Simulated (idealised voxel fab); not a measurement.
Process module name: voxel released beams
We display cut, a cross-section 270 nm in width whose square cells are each 5 nm.
Notation: cross-section as square-cell grid; stated in bands, top first, going down; one or more cell rows per band.
It is stipulated that each band's entry specify, in nanometres, the height of the top of the band and then that of its bottom, followed by the materials of the band in left-to-right sequence, each together with its width in nanometres. A single material marked by the word "all across" is understood to fill the band from edge to edge; the word "empty" is understood to denote empty space.
Heights are expressed relative to 0, this being the level below which the as-received wafer comprises one material exclusively. The lowest band is unbounded in the downward direction and is denoted as in "0 down".
So if you see something like "30..40" for the width, read it as the top row of the band sitting at the first number and the bottom row at the second, with every row in between moving by the same amount as the last.
No cell of the cross-section changed in a step that is given as "nothing changed".
Empty spaces counting at least 8 cells and having no open way to the top are listed in "Trapped voids". The notation width x height at distance is used for each, the distance being from the left edge and all three values in nm.
The remark found on a step's line after its settings is issued by the simulator itself and pertains to that step.
overlay nm: where the mask lay relative to plan, measured to the right, on steps with a mask; negatives go left.

## Planned process steps
step 1: RECEIVE (material Si)
step 2: CONFORMAL_DEP (material Al2O3; thk nm 10)
step 3: DIRECTIONAL_DEP (material SiO2; thk nm 15)
step 4: MASKED_ETCH (tone open; mask id ANCHOR; width nm 30; etch materials SiO2; depth nm 15; overlay nm 0)
step 5: CONFORMAL_DEP (material polySi; thk nm 10)
step 6: MASKED_ETCH (tone cover; mask id BEAM; width nm 115; etch materials polySi; depth nm 10; overlay nm 0)
step 7: STRIP (etch materials SiO2)

## Cross-section of the wafer as it came to us, i.e., already through step 1
    0 down: Si all across
    Trapped voids: none

## Post-module cross-section of the first of two wafers (run per plan)
    35 to 25: empty 75  polySi 15  empty 10  polySi 90  empty 80
    25 to 20: empty 80  polySi 10  empty 10  polySi 10  empty 160
    20 to 10: empty 80  polySi 30  empty 160
    10 to 0: Al2O3 all across
    0 down: Si all across
    Trapped voids: none

## Cross-sectional image of the second wafer of the two following completion of the module. Starting state and process plan were the same as for the first wafer; one execution error occurred
    35 to 25: empty 75  polySi 45  empty 150
    25 to 20: empty 70  polySi 10  SiO2 30  polySi 10  empty 150
    20 to 10: empty 70  polySi 10  SiO2 30  polySi 80  empty 80
    10 to 0: Al2O3 all across
    0 down: Si all across
    Trapped voids: none
Against the plan, the run slipped here: step 4 ran with different settings than intended, the actual operation and settings being MASKED_ETCH (tone cover; mask id ANCHOR; width nm 30; etch materials SiO2; depth nm 15; overlay nm 0)
Final comparison by cell count, materials where the second wafer has more or fewer than the first: 18 more of SiO2
